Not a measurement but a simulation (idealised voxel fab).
Process module, titled voxel transistor to metal
It is cross-section cut that appears here, measuring 210 nm in width, its square cells being 5 nm in size.
In this document a cross-section is written as a grid of square cells. It is given as a series of bands, listed from the top down, and a band is one or more rows of cells.
Band: top height; bottom height; in nm. Then, left to right: material with width in nm, for each material. "everywhere": a single material spanning edge to edge. "air": empty space.
Ref level 0: as-received wafer is one material below here. Bottom band extends down with no lower bound ("0 nm and below").
Graded width ("30->40"): value in top row of band = first number; value in bottom row = second number; row-to-row change constant.
Given "stayed the same" for a step, no cell of the cross-section differs between before and after that step.
So "Closed void inventory" is basically the list of trapped voids: any empty space of 8 cells or more that can't reach the top through an opening. They're written width x height at distance, the distance being from the left edge, and it's all nm.
On each step's line, the part that comes after the settings is the simulator's own comment on the step.
If you see "overlay nm" on a step's line and that step has a mask, it's telling you how far right of where it was planned the mask ended up; a negative number means it went left instead.
How should the pairs below be read? Each gives the cross-section before one process step and the cross-section after it, the latter drawn only to the lowest band that changed; the step that lies between them, with its settings, appears under the pair. Does a pair pick up where the pair above left off? Only where its entry headed "Pre-step snapshot" says so, since pairs can come from different runs of this module on the same starting wafer.

-- Pre-step snapshot
    100 nm to 80 nm = resist 50 nm; air 15 nm; resist 75 nm; air 15 nm; resist 55 nm
    80 nm to 50 nm = SiO2 50 nm; air 15 nm; SiO2 75 nm; air 15 nm; SiO2 55 nm
    50 nm to 45 nm = SiCN everywhere
    45 nm to 30 nm = lowk 50 nm; W 15 nm; lowk 75 nm; W 15 nm; lowk 55 nm
    30 nm to 25 nm = lowk 50 nm; TiN 15 nm; lowk 75 nm; TiN 15 nm; lowk 55 nm
    25 nm to 10 nm = SiO2 50 nm; TiN 5 nm; Ru 5 nm; TiN 5 nm; SiO2 75 nm; TiN 5 nm; Ru 5 nm; TiN 5 nm; SiO2 55 nm
    10 nm to 5 nm = SiO2 50 nm; TiN 15 nm; SiO2 10 nm; SiN 10 nm; HfO2 5 nm; TiN 5 nm; W 15 nm; TiN 5 nm; HfO2 5 nm; SiN 10 nm; SiO2 10 nm; TiN 15 nm; SiO2 55 nm
    5 nm to 0 nm = SiO2 40 nm; SiN 10 nm; SiGe 10 nm; TiN 5 nm; SiGe 10 nm; SiN 10 nm; HfO2 5 nm; TiN 25 nm; HfO2 5 nm; SiN 10 nm; SiGe 10 nm; TiN 5 nm; SiGe 10 nm; SiN 10 nm; SiO2 45 nm
    0 nm to -5 nm = SiO2 50 nm; SiGe 10 nm; TiN 5 nm; SiGe 10 nm; SiO2 5 nm; HfO2 45 nm; SiO2 5 nm; SiGe 10 nm; TiN 5 nm; SiGe 10 nm; SiO2 55 nm
    -5 nm to -15 nm = SiO2 40 nm; Si 10 nm; SiGe 25 nm; Si 55 nm; SiGe 25 nm; Si 10 nm; SiO2 45 nm
    -15 nm to -40 nm = SiO2 40 nm; Si 125 nm; SiO2 45 nm
    -40 nm and below = Si everywhere
    Closed void inventory: none

-- Cross-Section After Step
    100 nm to 80 nm = resist 50 nm; air 15 nm; resist 75 nm; air 15 nm; resist 55 nm
    80 nm to 50 nm = SiO2 50 nm; air 15 nm; SiO2 75 nm; air 15 nm; SiO2 55 nm
    50 nm to 45 nm = SiCN 50 nm; air 15 nm; SiCN 75 nm; air 15 nm; SiCN 55 nm
    All layers under 45 are left as they were.
    Closed void inventory: none
Which process step falls between the two cross-sections above? DIRECTIONAL_ETCH, etch materials SiCN, depth nm 5

Pre-step snapshot: after-step cross-section of the pair just above applies.

-- Cross-Section After Step
    80 nm to 50 nm = SiO2 50 nm; air 15 nm; SiO2 75 nm; air 15 nm; SiO2 55 nm
    All layers under 50 are left as they were.
    Closed void inventory: none
Which process step falls between the two cross-sections above? STRIP, etch materials resist

Pre-step snapshot: after-step cross-section of the pair just above applies.

-- Cross-Section After Step
    85 nm to 80 nm = TiN 55 nm; air 5 nm; TiN 85 nm; air 5 nm; TiN 60 nm
    80 nm to 50 nm = SiO2 50 nm; TiN 5 nm; air 5 nm; TiN 5 nm; SiO2 75 nm; TiN 5 nm; air 5 nm; TiN 5 nm; SiO2 55 nm
    50 nm to 45 nm = SiCN 50 nm; TiN 15 nm; SiCN 75 nm; TiN 15 nm; SiCN 55 nm
    All layers under 45 are left as they were.
    Closed void inventory: none
Which process step falls between the two cross-sections above? CONFORMAL_DEP, material TiN, thk nm 5

Pre-step snapshot: after-step cross-section of the pair just above applies.

-- Cross-Section After Step
    95 nm to 85 nm = Ru everywhere
    85 nm to 80 nm = TiN 55 nm; Ru 5 nm; TiN 85 nm; Ru 5 nm; TiN 60 nm
    80 nm to 50 nm = SiO2 50 nm; TiN 5 nm; Ru 5 nm; TiN 5 nm; SiO2 75 nm; TiN 5 nm; Ru 5 nm; TiN 5 nm; SiO2 55 nm
    All layers under 50 are left as they were.
    Closed void inventory: none
Which process step falls between the two cross-sections above? FILL_DEP, material Ru, thk nm 10

Pre-step snapshot: after-step cross-section of the pair just above applies.

-- Cross-Section After Step
    80 nm to 50 nm = SiO2 50 nm; TiN 5 nm; Ru 5 nm; TiN 5 nm; SiO2 75 nm; TiN 5 nm; Ru 5 nm; TiN 5 nm; SiO2 55 nm
    All layers under 50 are left as they were.
    Closed void inventory: none
Which process step falls between the two cross-sections above? CMP, height nm 80

Pre-step snapshot: after-step cross-section of the pair just above applies.

-- Cross-Section After Step
    85 nm to 80 nm = SiN everywhere
    All layers under 80 are left as they were.
    Closed void inventory: none
Which process step falls between the two cross-sections above? CONFORMAL_DEP, material SiN, thk nm 5

-- Pre-step snapshot
    30 nm to 15 nm = air 85 nm; SiCN 35 nm; air 90 nm
    15 nm to 5 nm = air 85 nm; polySi 35 nm; air 90 nm
    5 nm to -5 nm = SiO2 35 nm; air 50 nm; polySi 35 nm; air 50 nm; SiO2 40 nm
    -5 nm to -10 nm = SiO2 everywhere
    -10 nm to -40 nm = SiO2 40 nm; Si 125 nm; SiO2 45 nm
    -40 nm and below = Si everywhere
    Closed void inventory: none

-- Cross-Section After Step
    35 nm to 30 nm = air 80 nm; SiN 45 nm; air 85 nm
    30 nm to 15 nm = air 80 nm; SiN 5 nm; SiCN 35 nm; SiN 5 nm; air 85 nm
    15 nm to 10 nm = air 80 nm; SiN 5 nm; polySi 35 nm; SiN 5 nm; air 85 nm
    10 nm to 5 nm = SiN 40 nm; air 40 nm; SiN 5 nm; polySi 35 nm; SiN 5 nm; air 40 nm; SiN 45 nm
    5 nm to 0 nm = SiO2 35 nm; SiN 5 nm; air 40 nm; SiN 5 nm; polySi 35 nm; SiN 5 nm; air 40 nm; SiN 5 nm; SiO2 40 nm
    0 nm to -5 nm = SiO2 35 nm; SiN 50 nm; polySi 35 nm; SiN 50 nm; SiO2 40 nm
    All layers under -5 are left as they were.
    Closed void inventory: none
Which process step falls between the two cross-sections above? CONFORMAL_DEP, material SiN, thk nm 5

Pre-step snapshot: after-step cross-section of the pair just above applies.

-- Cross-Section After Step
    30 nm to 25 nm = air 85 nm; SiCN 35 nm; air 90 nm
    25 nm to 15 nm = air 80 nm; SiN 5 nm; SiCN 35 nm; SiN 5 nm; air 85 nm
    15 nm to 5 nm = air 80 nm; SiN 5 nm; polySi 35 nm; SiN 5 nm; air 85 nm
    5 nm to 0 nm = SiO2 35 nm; air 45 nm; SiN 5 nm; polySi 35 nm; SiN 5 nm; air 45 nm; SiO2 40 nm
    0 nm to -5 nm = SiO2 35 nm; SiN 5 nm; air 40 nm; SiN 5 nm; polySi 35 nm; SiN 5 nm; air 40 nm; SiN 5 nm; SiO2 40 nm
    All layers under -5 are left as they were.
    Closed void inventory: none
Which process step falls between the two cross-sections above? DIRECTIONAL_ETCH, etch materials SiN, depth nm 10

Pre-step snapshot: after-step cross-section of the pair just above applies.

-- Cross-Section After Step
    30 nm to 25 nm = air 85 nm; SiCN 35 nm; air 90 nm
    25 nm to 15 nm = air 80 nm; SiN 5 nm; SiCN 35 nm; SiN 5 nm; air 85 nm
    15 nm to 0 nm = air 80 nm; SiN 5 nm; polySi 35 nm; SiN 5 nm; air 85 nm
    0 nm to -5 nm = SiO2 35 nm; SiN 5 nm; air 40 nm; SiN 5 nm; polySi 35 nm; SiN 5 nm; air 40 nm; SiN 5 nm; SiO2 40 nm
    -5 nm to -10 nm = SiO2 40 nm; air 40 nm; SiO2 45 nm; air 40 nm; SiO2 45 nm
    All layers under -10 are left as they were.
    Closed void inventory: none
Which process step falls between the two cross-sections above? DIRECTIONAL_ETCH, etch materials SiO2, depth nm 5

Pre-step snapshot: after-step cross-section of the pair just above applies.

-- Cross-Section After Step
    30 nm to 25 nm = air 85 nm; SiCN 35 nm; air 90 nm
    25 nm to 15 nm = air 80 nm; SiN 5 nm; SiCN 35 nm; SiN 5 nm; air 85 nm
    15 nm to 0 nm = air 80 nm; SiN 5 nm; polySi 35 nm; SiN 5 nm; air 85 nm
    0 nm to -5 nm = SiO2 35 nm; SiN 5 nm; air 40 nm; SiN 5 nm; polySi 35 nm; SiN 5 nm; air 40 nm; SiN 5 nm; SiO2 40 nm
    -5 nm to -10 nm = SiO2 40 nm; air 40 nm; SiO2 45 nm; air 40 nm; SiO2 45 nm
    -10 nm to -20 nm = SiO2 40 nm; air 40 nm; Si 45 nm; air 40 nm; SiO2 45 nm
    All layers under -20 are left as they were.
    Closed void inventory: none
Which process step falls between the two cross-sections above? DIRECTIONAL_ETCH, etch materials Si, depth nm 10

Pre-step snapshot: after-step cross-section of the pair just above applies.

-- Cross-Section After Step
    30 nm to 25 nm = air 85 nm; SiCN 35 nm; air 90 nm
    25 nm to 15 nm = air 80 nm; SiN 5 nm; SiCN 35 nm; SiN 5 nm; air 85 nm
    15 nm to 0 nm = air 80 nm; SiN 5 nm; polySi 35 nm; SiN 5 nm; air 85 nm
    0 nm to -5 nm = SiO2 35 nm; SiN 5 nm; air 30 nm; SiGe 10 nm; SiN 5 nm; polySi 35 nm; SiN 5 nm; SiGe 10 nm; air 30 nm; SiN 5 nm; SiO2 40 nm
    -5 nm to -10 nm = SiO2 40 nm; air 30 nm; SiGe 10 nm; SiO2 45 nm; SiGe 10 nm; air 30 nm; SiO2 45 nm
    -10 nm to -20 nm = SiO2 40 nm; SiGe 40 nm; Si 45 nm; SiGe 40 nm; SiO2 45 nm
    All layers under -20 are left as they were.
    Closed void inventory: none
Which process step falls between the two cross-sections above? EPI, material SiGe, thk nm 10

Pre-step snapshot: after-step cross-section of the pair just above applies.

-- Cross-Section After Step
    40 nm to 30 nm = SiO2 everywhere
    30 nm to 25 nm = SiO2 85 nm; SiCN 35 nm; SiO2 90 nm
    25 nm to 15 nm = SiO2 80 nm; SiN 5 nm; SiCN 35 nm; SiN 5 nm; SiO2 85 nm
    15 nm to 0 nm = SiO2 80 nm; SiN 5 nm; polySi 35 nm; SiN 5 nm; SiO2 85 nm
    0 nm to -5 nm = SiO2 35 nm; SiN 5 nm; SiO2 30 nm; SiGe 10 nm; SiN 5 nm; polySi 35 nm; SiN 5 nm; SiGe 10 nm; SiO2 30 nm; SiN 5 nm; SiO2 40 nm
    -5 nm to -10 nm = SiO2 70 nm; SiGe 10 nm; SiO2 45 nm; SiGe 10 nm; SiO2 75 nm
    All layers under -10 are left as they were.
    Closed void inventory: none
Which process step falls between the two cross-sections above? FILL_DEP, material SiO2, thk nm 10

Pre-step snapshot: after-step cross-section of the pair just above applies.

-- Cross-Section After Step
    15 nm to 0 nm = SiO2 80 nm; SiN 5 nm; polySi 35 nm; SiN 5 nm; SiO2 85 nm
    All layers under 0 are left as they were.
    Closed void inventory: none
Which process step falls between the two cross-sections above? CMP, height nm 15

Pre-step snapshot: after-step cross-section of the pair just above applies.

-- Cross-Section After Step
    15 nm to 0 nm = SiO2 80 nm; SiN 5 nm; air 35 nm; SiN 5 nm; SiO2 85 nm
    0 nm to -5 nm = SiO2 35 nm; SiN 5 nm; SiO2 30 nm; SiGe 10 nm; SiN 5 nm; air 35 nm; SiN 5 nm; SiGe 10 nm; SiO2 30 nm; SiN 5 nm; SiO2 40 nm
    All layers under -5 are left as they were.
    Closed void inventory: none
Which process step falls between the two cross-sections above? STRIP, etch materials polySi

Pre-step snapshot: after-step cross-section of the pair just above applies.

-- Cross-Section After Step
    15 nm to 10 nm = air 80 nm; SiN 5 nm; air 35 nm; SiN 5 nm; air 85 nm
    10 nm to 0 nm = SiO2 80 nm; SiN 5 nm; air 35 nm; SiN 5 nm; SiO2 85 nm
    0 nm to -5 nm = SiO2 35 nm; SiN 5 nm; SiO2 30 nm; SiGe 10 nm; SiN 5 nm; air 35 nm; SiN 5 nm; SiGe 10 nm; SiO2 30 nm; SiN 5 nm; SiO2 40 nm
    -5 nm to -10 nm = SiO2 70 nm; SiGe 10 nm; air 45 nm; SiGe 10 nm; SiO2 75 nm
    All layers under -10 are left as they were.
    Closed void inventory: none
Which process step falls between the two cross-sections above? SELECTIVE_ETCH, etch materials SiO2, depth nm 5

Pre-step snapshot: after-step cross-section of the pair just above applies.

-- Cross-Section After Step
    20 nm to 15 nm = air 75 nm; HfO2 15 nm; air 25 nm; HfO2 15 nm; air 80 nm
    15 nm to 10 nm = HfO2 80 nm; SiN 5 nm; HfO2 5 nm; air 25 nm; HfO2 5 nm; SiN 5 nm; HfO2 85 nm
    10 nm to 0 nm = SiO2 80 nm; SiN 5 nm; HfO2 5 nm; air 25 nm; HfO2 5 nm; SiN 5 nm; SiO2 85 nm
    0 nm to -5 nm = SiO2 35 nm; SiN 5 nm; SiO2 30 nm; SiGe 10 nm; SiN 5 nm; HfO2 5 nm; air 25 nm; HfO2 5 nm; SiN 5 nm; SiGe 10 nm; SiO2 30 nm; SiN 5 nm; SiO2 40 nm
    -5 nm to -10 nm = SiO2 70 nm; SiGe 10 nm; HfO2 45 nm; SiGe 10 nm; SiO2 75 nm
    All layers under -10 are left as they were.
    Closed void inventory: none
Which process step falls between the two cross-sections above? CONFORMAL_DEP, material HfO2, thk nm 5

Pre-step snapshot: after-step cross-section of the pair just above applies.

-- Cross-Section After Step
    25 nm to 20 nm = air 70 nm; TiN 25 nm; air 15 nm; TiN 25 nm; air 75 nm
    20 nm to 15 nm = TiN 75 nm; HfO2 15 nm; TiN 5 nm; air 15 nm; TiN 5 nm; HfO2 15 nm; TiN 80 nm
    15 nm to 10 nm = HfO2 80 nm; SiN 5 nm; HfO2 5 nm; TiN 5 nm; air 15 nm; TiN 5 nm; HfO2 5 nm; SiN 5 nm; HfO2 85 nm
    10 nm to 0 nm = SiO2 80 nm; SiN 5 nm; HfO2 5 nm; TiN 5 nm; air 15 nm; TiN 5 nm; HfO2 5 nm; SiN 5 nm; SiO2 85 nm
    0 nm to -5 nm = SiO2 35 nm; SiN 5 nm; SiO2 30 nm; SiGe 10 nm; SiN 5 nm; HfO2 5 nm; TiN 25 nm; HfO2 5 nm; SiN 5 nm; SiGe 10 nm; SiO2 30 nm; SiN 5 nm; SiO2 40 nm
    All layers under -5 are left as they were.
    Closed void inventory: none
Which process step falls between the two cross-sections above? CONFORMAL_DEP, material TiN, thk nm 5

Pre-step snapshot: after-step cross-section of the pair just above applies.

-- Cross-Section After Step
    35 nm to 25 nm = W everywhere
    25 nm to 20 nm = W 70 nm; TiN 25 nm; W 15 nm; TiN 25 nm; W 75 nm
    20 nm to 15 nm = TiN 75 nm; HfO2 15 nm; TiN 5 nm; W 15 nm; TiN 5 nm; HfO2 15 nm; TiN 80 nm
    15 nm to 10 nm = HfO2 80 nm; SiN 5 nm; HfO2 5 nm; TiN 5 nm; W 15 nm; TiN 5 nm; HfO2 5 nm; SiN 5 nm; HfO2 85 nm
    10 nm to 0 nm = SiO2 80 nm; SiN 5 nm; HfO2 5 nm; TiN 5 nm; W 15 nm; TiN 5 nm; HfO2 5 nm; SiN 5 nm; SiO2 85 nm
    All layers under 0 are left as they were.
    Closed void inventory: none
Which process step falls between the two cross-sections above? FILL_DEP, material W, thk nm 10

Pre-step snapshot: after-step cross-section of the pair just above applies.

-- Cross-Section After Step
    10 nm to 0 nm = SiO2 80 nm; SiN 5 nm; HfO2 5 nm; TiN 5 nm; W 15 nm; TiN 5 nm; HfO2 5 nm; SiN 5 nm; SiO2 85 nm
    All layers under 0 are left as they were.
    Closed void inventory: none
Which process step falls between the two cross-sections above? CMP, height nm 10

Pre-step snapshot: after-step cross-section of the pair just above applies.

-- Cross-Section After Step
    25 nm to 10 nm = SiO2 everywhere
    All layers under 10 are left as they were.
    Closed void inventory: none
Which process step falls between the two cross-sections above? DIRECTIONAL_DEP, material SiO2, thk nm 15

Pre-step snapshot: after-step cross-section of the pair just above applies.

-- Cross-Section After Step
    45 nm to 25 nm = resist 50 nm; air 15 nm; resist 75 nm; air 15 nm; resist 55 nm
    All layers under 25 are left as they were.
    Closed void inventory: none
Which process step falls between the two cross-sections above? PATTERN, tone open, mask id CONTACT, material resist, width nm 15, pitch nm 90, thk nm 20, overlay nm 0

Pre-step snapshot: after-step cross-section of the pair just above applies.

-- Cross-Section After Step
    45 nm to 25 nm = resist 50 nm; air 15 nm; resist 75 nm; air 15 nm; resist 55 nm
    25 nm to 10 nm = SiO2 50 nm; air 15 nm; SiO2 75 nm; air 15 nm; SiO2 55 nm
    10 nm to 0 nm = SiO2 50 nm; air 15 nm; SiO2 15 nm; SiN 5 nm; HfO2 5 nm; TiN 5 nm; W 15 nm; TiN 5 nm; HfO2 5 nm; SiN 5 nm; SiO2 15 nm; air 15 nm; SiO2 55 nm
    0 nm to -5 nm = SiO2 35 nm; SiN 5 nm; SiO2 10 nm; air 15 nm; SiO2 5 nm; SiGe 10 nm; SiN 5 nm; HfO2 5 nm; TiN 25 nm; HfO2 5 nm; SiN 5 nm; SiGe 10 nm; SiO2 5 nm; air 15 nm; SiO2 10 nm; SiN 5 nm; SiO2 40 nm
    -5 nm to -10 nm = SiO2 50 nm; air 15 nm; SiO2 5 nm; SiGe 10 nm; HfO2 45 nm; SiGe 10 nm; SiO2 5 nm; air 15 nm; SiO2 55 nm
    All layers under -10 are left as they were.
    Closed void inventory: none
Which process step falls between the two cross-sections above? DIRECTIONAL_ETCH, etch materials SiO2, depth nm 35

Pre-step snapshot: after-step cross-section of the pair just above applies.

-- Cross-Section After Step
    25 nm to 10 nm = SiO2 50 nm; air 15 nm; SiO2 75 nm; air 15 nm; SiO2 55 nm
    All layers under 10 are left as they were.
    Closed void inventory: none
Which process step falls between the two cross-sections above? STRIP, etch materials resist

Pre-step snapshot: after-step cross-section of the pair just above applies.

-- Cross-Section After Step
    30 nm to 25 nm = TiN 55 nm; air 5 nm; TiN 85 nm; air 5 nm; TiN 60 nm
    25 nm to 10 nm = SiO2 50 nm; TiN 5 nm; air 5 nm; TiN 5 nm; SiO2 75 nm; TiN 5 nm; air 5 nm; TiN 5 nm; SiO2 55 nm
    10 nm to 0 nm = SiO2 50 nm; TiN 5 nm; air 5 nm; TiN 5 nm; SiO2 15 nm; SiN 5 nm; HfO2 5 nm; TiN 5 nm; W 15 nm; TiN 5 nm; HfO2 5 nm; SiN 5 nm; SiO2 15 nm; TiN 5 nm; air 5 nm; TiN 5 nm; SiO2 55 nm
    0 nm to -5 nm = SiO2 35 nm; SiN 5 nm; SiO2 10 nm; TiN 5 nm; air 5 nm; TiN 5 nm; SiO2 5 nm; SiGe 10 nm; SiN 5 nm; HfO2 5 nm; TiN 25 nm; HfO2 5 nm; SiN 5 nm; SiGe 10 nm; SiO2 5 nm; TiN 5 nm; air 5 nm; TiN 5 nm; SiO2 10 nm; SiN 5 nm; SiO2 40 nm
    -5 nm to -10 nm = SiO2 50 nm; TiN 15 nm; SiO2 5 nm; SiGe 10 nm; HfO2 45 nm; SiGe 10 nm; SiO2 5 nm; TiN 15 nm; SiO2 55 nm
    All layers under -10 are left as they were.
    Closed void inventory: none
Which process step falls between the two cross-sections above? CONFORMAL_DEP, material TiN, thk nm 5

Pre-step snapshot: after-step cross-section of the pair just above applies.

-- Cross-Section After Step
    40 nm to 30 nm = Ru everywhere
    30 nm to 25 nm = TiN 55 nm; Ru 5 nm; TiN 85 nm; Ru 5 nm; TiN 60 nm
    25 nm to 10 nm = SiO2 50 nm; TiN 5 nm; Ru 5 nm; TiN 5 nm; SiO2 75 nm; TiN 5 nm; Ru 5 nm; TiN 5 nm; SiO2 55 nm
    10 nm to 0 nm = SiO2 50 nm; TiN 5 nm; Ru 5 nm; TiN 5 nm; SiO2 15 nm; SiN 5 nm; HfO2 5 nm; TiN 5 nm; W 15 nm; TiN 5 nm; HfO2 5 nm; SiN 5 nm; SiO2 15 nm; TiN 5 nm; Ru 5 nm; TiN 5 nm; SiO2 55 nm
    0 nm to -5 nm = SiO2 35 nm; SiN 5 nm; SiO2 10 nm; TiN 5 nm; Ru 5 nm; TiN 5 nm; SiO2 5 nm; SiGe 10 nm; SiN 5 nm; HfO2 5 nm; TiN 25 nm; HfO2 5 nm; SiN 5 nm; SiGe 10 nm; SiO2 5 nm; TiN 5 nm; Ru 5 nm; TiN 5 nm; SiO2 10 nm; SiN 5 nm; SiO2 40 nm
    All layers under -5 are left as they were.
    Closed void inventory: none
Which process step falls between the two cross-sections above? FILL_DEP, material Ru, thk nm 10

Pre-step snapshot: after-step cross-section of the pair just above applies.

-- Cross-Section After Step
    25 nm to 10 nm = SiO2 50 nm; TiN 5 nm; Ru 5 nm; TiN 5 nm; SiO2 75 nm; TiN 5 nm; Ru 5 nm; TiN 5 nm; SiO2 55 nm
    All layers under 10 are left as they were.
    Closed void inventory: none
Which process step falls between the two cross-sections above? CMP, height nm 25

Pre-step snapshot: after-step cross-section of the pair just above applies.

-- Cross-Section After Step
    30 nm to 25 nm = TiN everywhere
    All layers under 25 are left as they were.
    Closed void inventory: none
Which process step falls between the two cross-sections above? DIRECTIONAL_DEP, material TiN, thk nm 5

Pre-step snapshot: after-step cross-section of the pair just above applies.

-- Cross-Section After Step
    45 nm to 30 nm = W everywhere
    All layers under 30 are left as they were.
    Closed void inventory: none
Which process step falls between the two cross-sections above? DIRECTIONAL_DEP, material W, thk nm 15

Pre-step snapshot: after-step cross-section of the pair just above applies.

-- Cross-Section After Step
    60 nm to 45 nm = air 50 nm; resist 15 nm; air 75 nm; resist 15 nm; air 55 nm
    All layers under 45 are left as they were.
    Closed void inventory: none
Which process step falls between the two cross-sections above? PATTERN, tone cover, mask id METAL_1, material resist, width nm 15, pitch nm 90, thk nm 15, overlay nm 0

Pre-step snapshot: after-step cross-section of the pair just above applies.

-- Cross-Section After Step
    60 nm to 45 nm = air 50 nm; resist 15 nm; air 75 nm; resist 15 nm; air 55 nm
    45 nm to 30 nm = air 50 nm; W 15 nm; air 75 nm; W 15 nm; air 55 nm
    All layers under 30 are left as they were.
    Closed void inventory: none
Which process step falls between the two cross-sections above? DIRECTIONAL_ETCH, etch materials W, depth nm 15

Pre-step snapshot: after-step cross-section of the pair just above applies.

-- Cross-Section After Step
    60 nm to 45 nm = air 50 nm; resist 15 nm; air 75 nm; resist 15 nm; air 55 nm
    45 nm to 30 nm = air 50 nm; W 15 nm; air 75 nm; W 15 nm; air 55 nm
    30 nm to 25 nm = air 50 nm; TiN 15 nm; air 75 nm; TiN 15 nm; air 55 nm
    All layers under 25 are left as they were.
    Closed void inventory: none
Which process step falls between the two cross-sections above? DIRECTIONAL_ETCH, etch materials TiN, depth nm 5

Pre-step snapshot: after-step cross-section of the pair just above applies.

-- Cross-Section After Step
    45 nm to 30 nm = air 50 nm; W 15 nm; air 75 nm; W 15 nm; air 55 nm
    All layers under 30 are left as they were.
    Closed void inventory: none
Which process step falls between the two cross-sections above? STRIP, etch materials resist

Pre-step snapshot: after-step cross-section of the pair just above applies.

-- Cross-Section After Step
    50 nm to 45 nm = lowk everywhere
    45 nm to 30 nm = lowk 50 nm; W 15 nm; lowk 75 nm; W 15 nm; lowk 55 nm
    30 nm to 25 nm = lowk 50 nm; TiN 15 nm; lowk 75 nm; TiN 15 nm; lowk 55 nm
    All layers under 25 are left as they were.
    Closed void inventory: none
Which process step falls between the two cross-sections above? FILL_DEP, material lowk, thk nm 5

Pre-step snapshot: after-step cross-section of the pair just above applies.

-- Cross-Section After Step
    45 nm to 30 nm = lowk 50 nm; W 15 nm; lowk 75 nm; W 15 nm; lowk 55 nm
    All layers under 30 are left as they were.
    Closed void inventory: none
Which process step falls between the two cross-sections above? CMP, height nm 45

Pre-step snapshot: after-step cross-section of the pair just above applies.

-- Cross-Section After Step
    50 nm to 45 nm = SiCN everywhere
    All layers under 45 are left as they were.
    Closed void inventory: none
Which process step falls between the two cross-sections above? CONFORMAL_DEP, material SiCN, thk nm 5

Pre-step snapshot: after-step cross-section of the pair just above applies.

-- Cross-Section After Step
    80 nm to 50 nm = SiO2 everywhere
    All layers under 50 are left as they were.
    Closed void inventory: none
Which process step falls between the two cross-sections above? DIRECTIONAL_DEP, material SiO2, thk nm 30

Pre-step snapshot: after-step cross-section of the pair just above applies.

-- Cross-Section After Step
    95 nm to 80 nm = aC everywhere
    All layers under 80 are left as they were.
    Closed void inventory: none
Which process step falls between the two cross-sections above? DIRECTIONAL_DEP, material aC, thk nm 15

Pre-step snapshot: after-step cross-section of the pair just above applies.

-- Cross-Section After Step
    125 nm to 95 nm = resist 50 nm; air 15 nm; resist 75 nm; air 15 nm; resist 55 nm
    All layers under 95 are left as they were.
    Closed void inventory: none
Which process step falls between the two cross-sections above? PATTERN, tone open, mask id METAL_2, material resist, width nm 15, pitch nm 90, thk nm 30, overlay nm 0

Pre-step snapshot: after-step cross-section of the pair just above applies.

-- Cross-Section After Step
    110 nm to 95 nm = resist 50 nm; air 15 nm; resist 75 nm; air 15 nm; resist 55 nm
    95 nm to 80 nm = aC 50 nm; air 15 nm; aC 75 nm; air 15 nm; aC 55 nm
    All layers under 80 are left as they were.
    Closed void inventory: none
Which process step falls between the two cross-sections above? DIRECTIONAL_ETCH, etch materials aC, depth nm 15

Pre-step snapshot: after-step cross-section of the pair just above applies.

-- Cross-Section After Step
    95 nm to 80 nm = aC 50 nm; air 15 nm; aC 75 nm; air 15 nm; aC 55 nm
    All layers under 80 are left as they were.
    Closed void inventory: none
Which process step falls between the two cross-sections above? STRIP, etch materials resist

Pre-step snapshot: after-step cross-section of the pair just above applies.

-- Cross-Section After Step
    95 nm to 80 nm = aC 50 nm; air 15 nm; aC 75 nm; air 15 nm; aC 55 nm
    80 nm to 65 nm = SiO2 50 nm; air 15 nm; SiO2 75 nm; air 15 nm; SiO2 55 nm
    All layers under 65 are left as they were.
    Closed void inventory: none
Which process step falls between the two cross-sections above? DIRECTIONAL_ETCH, etch materials SiO2, depth nm 15

Pre-step snapshot: after-step cross-section of the pair just above applies.

-- Cross-Section After Step
    80 nm to 65 nm = SiO2 50 nm; air 15 nm; SiO2 75 nm; air 15 nm; SiO2 55 nm
    All layers under 65 are left as they were.
    Closed void inventory: none
Which process step falls between the two cross-sections above? STRIP, etch materials aC

Pre-step snapshot: after-step cross-section of the pair just above applies.

-- Cross-Section After Step
    100 nm to 80 nm = resist 50 nm; air 15 nm; resist 75 nm; air 15 nm; resist 55 nm
    All layers under 80 are left as they were.
    Closed void inventory: none
Which process step falls between the two cross-sections above? PATTERN, tone open, mask id METAL_2_HOLES, material resist, width nm 15, pitch nm 90, thk nm 20, overlay nm 0

Pre-step snapshot: after-step cross-section of the pair just above applies.

-- Cross-Section After Step
    100 nm to 80 nm = resist 50 nm; air 15 nm; resist 75 nm; air 15 nm; resist 55 nm
    80 nm to 50 nm = SiO2 50 nm; air 15 nm; SiO2 75 nm; air 15 nm; SiO2 55 nm
    All layers under 50 are left as they were.
    Closed void inventory: none
Which process step falls between the two cross-sections above? DIRECTIONAL_ETCH, etch materials SiO2, depth nm 15

Pre-step snapshot: after-step cross-section of the pair just above applies.

-- Cross-Section After Step
    100 nm to 80 nm = resist 50 nm; air 15 nm; resist 75 nm; air 15 nm; resist 55 nm
    80 nm to 50 nm = SiO2 50 nm; air 15 nm; SiO2 75 nm; air 15 nm; SiO2 55 nm
    50 nm to 45 nm = SiCN 50 nm; air 15 nm; SiCN 75 nm; air 15 nm; SiCN 55 nm
    All layers under 45 are left as they were.
    Closed void inventory: none
Which process step falls between the two cross-sections above? DIRECTIONAL_ETCH, etch materials SiCN, depth nm 5

Pre-step snapshot: after-step cross-section of the pair just above applies.

-- Cross-Section After Step
    80 nm to 50 nm = SiO2 50 nm; air 15 nm; SiO2 75 nm; air 15 nm; SiO2 55 nm
    All layers under 50 are left as they were.
    Closed void inventory: none
Which process step falls between the two cross-sections above? STRIP, etch materials resist

Pre-step snapshot: after-step cross-section of the pair just above applies.

-- Cross-Section After Step
    85 nm to 80 nm = TiN 55 nm; air 5 nm; TiN 85 nm; air 5 nm; TiN 60 nm
    80 nm to 50 nm = SiO2 50 nm; TiN 5 nm; air 5 nm; TiN 5 nm; SiO2 75 nm; TiN 5 nm; air 5 nm; TiN 5 nm; SiO2 55 nm
    50 nm to 45 nm = SiCN 50 nm; TiN 15 nm; SiCN 75 nm; TiN 15 nm; SiCN 55 nm
    All layers under 45 are left as they were.
    Closed void inventory: none
Which process step falls between the two cross-sections above? CONFORMAL_DEP, material TiN, thk nm 5

Pre-step snapshot: after-step cross-section of the pair just above applies.

-- Cross-Section After Step
    95 nm to 85 nm = Ru everywhere
    85 nm to 80 nm = TiN 55 nm; Ru 5 nm; TiN 85 nm; Ru 5 nm; TiN 60 nm
    80 nm to 50 nm = SiO2 50 nm; TiN 5 nm; Ru 5 nm; TiN 5 nm; SiO2 75 nm; TiN 5 nm; Ru 5 nm; TiN 5 nm; SiO2 55 nm
    All layers under 50 are left as they were.
    Closed void inventory: none
Which process step falls between the two cross-sections above? FILL_DEP, material Ru, thk nm 10

Pre-step snapshot: after-step cross-section of the pair just above applies.

-- Cross-Section After Step
    80 nm to 50 nm = SiO2 50 nm; TiN 5 nm; Ru 5 nm; TiN 5 nm; SiO2 75 nm; TiN 5 nm; Ru 5 nm; TiN 5 nm; SiO2 55 nm
    All layers under 50 are left as they were.
    Closed void inventory: none
Which process step falls between the two cross-sections above? CMP, height nm 80

Pre-step snapshot: after-step cross-section of the pair just above applies.

-- Cross-Section After Step
    85 nm to 80 nm = SiN everywhere
    All layers under 80 are left as they were.
    Closed void inventory: none
Which process step falls between the two cross-sections above? CONFORMAL_DEP, material SiN, thk nm 5
